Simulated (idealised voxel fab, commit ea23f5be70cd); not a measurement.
Process module name: voxel self aligned vias
Displayed cross-section: cut, width of 220 nm, square cells sized 5 nm.
The cross-sections in this document take the form of a grid made of square cells. They are written out as bands, in order from top to bottom. Each band consists of one or more rows of cells. The band entry comprises the height of the band's top followed by the height of its bottom, expressed in nm, and subsequently the band's materials from left to right, each stated together with its width in nm. Where a single material is marked with the word "all across", that material fills the band from edge to edge. The word "empty" represents empty space. The level at which height equals 0 is the one under which the wafer, as it arrives, is entirely one material. No lower edge exists for the bottom band, which continues downward and is notated as in "top 0, no bottom". Top row gets the first number, bottom row gets the second, and each row in between changes by the same step: that is how a band width like "30->40" works. "remains unaltered" -> step changed no cross-section cell. If an empty space has no open way to the top and is at least 8 cells in size, "Unvented cavities" lists it, written width x height at distance, where distance is measured from the left edge and every value is in nm. Heads up: the bit after the settings on a step's line is the simulator's remark on that step. What "overlay nm" on a step's line means: if the step has a mask, that mask lay this far to the right of its planned place, or, when the value is negative, to the left.

Plan:
1) RECEIVE (material Si)
2) CONFORMAL_DEP (material SiO2; thk nm 10)
3) CONFORMAL_DEP (material SiCN; thk nm 5)
4) DIRECTIONAL_DEP (material SiO2; thk nm 20)
5) MASKED_ETCH (tone open; mask id LINES; width nm 20; pitch nm 60; etch materials SiO2; depth nm 20; overlay nm 0)
6) CONFORMAL_DEP (material TiN; thk nm 5)
7) FILL_DEP (material W; thk nm 5)
8) CMP (height nm 35)
9) SELECTIVE_ETCH (etch materials W Ru TiN; depth nm 10)
10) FILL_DEP (material SiN; thk nm 5)
11) CMP (height nm 35)
12) DIRECTIONAL_DEP (material SiO2; thk nm 15)
13) DIRECTIONAL_DEP (material aC; thk nm 15)
14) PATTERN (tone open; mask id VIAS; material resist; width nm 40; pitch nm 120; thk nm 30; overlay nm 0)
15) DIRECTIONAL_ETCH (etch materials aC; depth nm 15)
16) STRIP (etch materials resist)
17) DIRECTIONAL_ETCH (etch materials SiO2; depth nm 15)
18) DIRECTIONAL_ETCH (etch materials SiN; depth nm 10)
19) STRIP (etch materials aC)
20) CONFORMAL_DEP (material TiN; thk nm 5)
21) FILL_DEP (material W; thk nm 5)
22) CMP (height nm 50)
23) CONFORMAL_DEP (material SiCN; thk nm 5)

Cross-section of the wafer upon arrival, representing the state reached after step 1:
    top 0, no bottom = Si all across
    Unvented cavities: none

End-of-module XS, first of two wafers, run as planned:
    top 55, bottom 50 = SiCN all across
    top 50, bottom 40 = SiO2: 30, TiN: 5, W: 30, TiN: 5, SiO2: 80, TiN: 5, W: 30, TiN: 5, SiO2: 30
    top 40, bottom 35 = SiO2: 30, TiN: 15, W: 10, TiN: 15, SiO2: 80, TiN: 15, W: 10, TiN: 15, SiO2: 30
    top 35, bottom 30 = SiO2: 40, TiN: 5, W: 10, TiN: 5, SiO2: 40, SiN: 20, SiO2: 40, TiN: 5, W: 10, TiN: 5, SiO2: 40
    top 30, bottom 25 = SiO2: 40, TiN: 20, SiO2: 40, SiN: 20, SiO2: 40, TiN: 20, SiO2: 40
    top 25, bottom 20 = SiO2: 40, TiN: 5, W: 10, TiN: 5, SiO2: 40, TiN: 5, W: 10, TiN: 5, SiO2: 40, TiN: 5, W: 10, TiN: 5, SiO2: 40
    top 20, bottom 15 = SiO2: 40, TiN: 20, SiO2: 40, TiN: 20, SiO2: 40, TiN: 20, SiO2: 40
    top 15, bottom 10 = SiCN all across
    top 10, bottom 0 = SiO2 all across
    top 0, no bottom = Si all across
    Unvented cavities: none

Second wafer cross-section at end of module - shared start and plan with the first, one mistake in the run:
    top 55, bottom 50 = SiCN all across
    top 50, bottom 45 = TiN: 35, W: 30, TiN: 90, W: 30, TiN: 35
    top 45, bottom 35 = SiO2: 30, TiN: 5, W: 30, TiN: 5, SiO2: 80, TiN: 5, W: 30, TiN: 5, SiO2: 30
    top 35, bottom 30 = SiO2: 30, TiN: 15, W: 10, TiN: 15, SiO2: 30, SiN: 20, SiO2: 30, TiN: 15, W: 10, TiN: 15, SiO2: 30
    top 30, bottom 25 = SiO2: 40, TiN: 20, SiO2: 40, SiN: 20, SiO2: 40, TiN: 20, SiO2: 40
    top 25, bottom 20 = SiO2: 40, TiN: 5, W: 10, TiN: 5, SiO2: 40, TiN: 5, W: 10, TiN: 5, SiO2: 40, TiN: 5, W: 10, TiN: 5, SiO2: 40
    top 20, bottom 15 = SiO2: 40, TiN: 20, SiO2: 40, TiN: 20, SiO2: 40, TiN: 20, SiO2: 40
    top 15, bottom 10 = SiCN all across
    top 10, bottom 0 = SiO2 all across
    top 0, no bottom = Si all across
    Unvented cavities: none
Processing error: off-plan run, step 12, actual operation and settings DIRECTIONAL_DEP (material SiO2; thk nm 10)
Cell-count delta at end, second wafer over first, by material: SiO2: 36 fewer | TiN: 28 more | W: 8 more
